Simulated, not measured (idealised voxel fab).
Process module in this document: voxel capacitor over wiring
Square cell edge 5 nm, section width 300 nm, ID cut.
How to read a cross-section here: the picture is a grid of square cells, written as bands going from the top down, and any band can span one or more rows of cells.
Band: top and bottom heights (nm) first, top before bottom; then materials from left to right, widths in nm. "edge to edge" marks a sole material filling the band edge to edge. "blank" denotes empty space.
Ref level 0: as-received wafer is one material below here. Bottom band extends down with no lower bound ("0 nm and below").
The width entry "30->40" should be interpreted row by row: the top row of cells in the band takes the first number, the bottom row takes the second number, and the change between adjacent rows is uniform throughout.
What does "remains unaltered" mean for a step? It means no cell of the cross-section changed in that step.
This entry, "Closed internal cavities", enumerates those empty regions of no fewer than 8 cells that possess no open connection to the top. Each region is reported in the form width x height at distance, the distance being taken from the left edge, with all three quantities expressed in nm.
Note: text after step settings on the step line = simulator remark on that step.
"overlay nm" denotes, for a step that has a mask, the displacement of the mask to the right of its planned place, with negative values corresponding to the left.

-- Set out below are the planned steps of the process
1 RECEIVE (material Si)
2 CONFORMAL_DEP (material SiO2; thk nm 15)
3 CONFORMAL_DEP (material SiN; thk nm 5)
4 DIRECTIONAL_DEP (material lowk; thk nm 20)
5 PATTERN (tone open; mask id METAL_1; material resist; width nm 20; pitch nm 90; thk nm 20; overlay nm 0)
6 DIRECTIONAL_ETCH (etch materials lowk; depth nm 20)
7 DIRECTIONAL_ETCH (etch materials SiN; depth nm 5)
8 STRIP (etch materials resist)
9 CONFORMAL_DEP (material TiN; thk nm 5)
10 FILL_DEP (material Cu; thk nm 5)
11 CMP (height nm 40)
12 CONFORMAL_DEP (material SiCN; thk nm 5)
13 DIRECTIONAL_DEP (material lowk; thk nm 20)
14 PATTERN (tone open; mask id PLUG_1; material resist; width nm 15; thk nm 20; overlay nm 0)
15 DIRECTIONAL_ETCH (etch materials lowk; depth nm 20)
16 DIRECTIONAL_ETCH (etch materials SiCN; depth nm 5)
17 STRIP (etch materials resist)
18 CONFORMAL_DEP (material TiN; thk nm 5)
19 FILL_DEP (material Ru; thk nm 10)
20 CMP (height nm 65)
21 DIRECTIONAL_DEP (material TiN; thk nm 5)
22 DIRECTIONAL_DEP (material HfO2; thk nm 5)
23 DIRECTIONAL_DEP (material TiN; thk nm 5)
24 DIRECTIONAL_DEP (material aC; thk nm 15)
25 PATTERN (tone cover; mask id UPPER_PLATE; material resist; width nm 75; thk nm 35; overlay nm 0)
26 DIRECTIONAL_ETCH (etch materials aC; depth nm 15)
27 STRIP (etch materials resist)
28 DIRECTIONAL_ETCH (etch materials TiN; depth nm 5)
29 DIRECTIONAL_ETCH (etch materials HfO2; depth nm 5)
30 STRIP (etch materials aC)
31 MASKED_ETCH (tone cover; mask id LOWER_PLATE; width nm 85; etch materials TiN; depth nm 5; overlay nm 0)
32 FILL_DEP (material SiO2; thk nm 15)
33 CMP (height nm 90)
34 MASKED_ETCH (tone open; mask id PLUG_2; width nm 15; etch materials SiO2; depth nm 10; overlay nm 0)
35 CONFORMAL_DEP (material TiN; thk nm 5)
36 FILL_DEP (material Cu; thk nm 10)
37 CMP (height nm 90)
38 CONFORMAL_DEP (material SiCN; thk nm 5)

-- Incoming wafer in cross-section (state: after step 1)
    0 nm and below = Si edge to edge
    Closed internal cavities: none

-- Final cross-section, module run with one mistake (start and plan as above)
    95 nm to 90 nm = SiCN edge to edge
    90 nm to 85 nm = 105 Cu / 5 TiN / 15 SiO2 / 5 TiN / 170 Cu
    85 nm to 80 nm = 110 TiN / 15 SiO2 / 175 TiN
    80 nm to 75 nm = 100 SiO2 / 75 TiN / 125 SiO2
    75 nm to 70 nm = 100 SiO2 / 75 HfO2 / 125 SiO2
    70 nm to 65 nm = 95 SiO2 / 85 TiN / 120 SiO2
    65 nm to 45 nm = 100 lowk / 5 TiN / 5 Ru / 5 TiN / 185 lowk
    45 nm to 40 nm = 100 SiCN / 15 TiN / 185 SiCN
    40 nm to 20 nm = 95 lowk / 5 TiN / 10 Cu / 5 TiN / 70 lowk / 5 TiN / 10 Cu / 5 TiN / 95 lowk
    20 nm to 15 nm = 95 SiN / 20 TiN / 70 SiN / 20 TiN / 95 SiN
    15 nm to 0 nm = SiO2 edge to edge
    0 nm and below = Si edge to edge
    Closed internal cavities: none
What went wrong in running the wafer? note that step 34 departed from the planned setting and was carried out as MASKED_ETCH (tone cover; mask id PLUG_2; width nm 15; etch materials SiO2; depth nm 10; overlay nm 0)
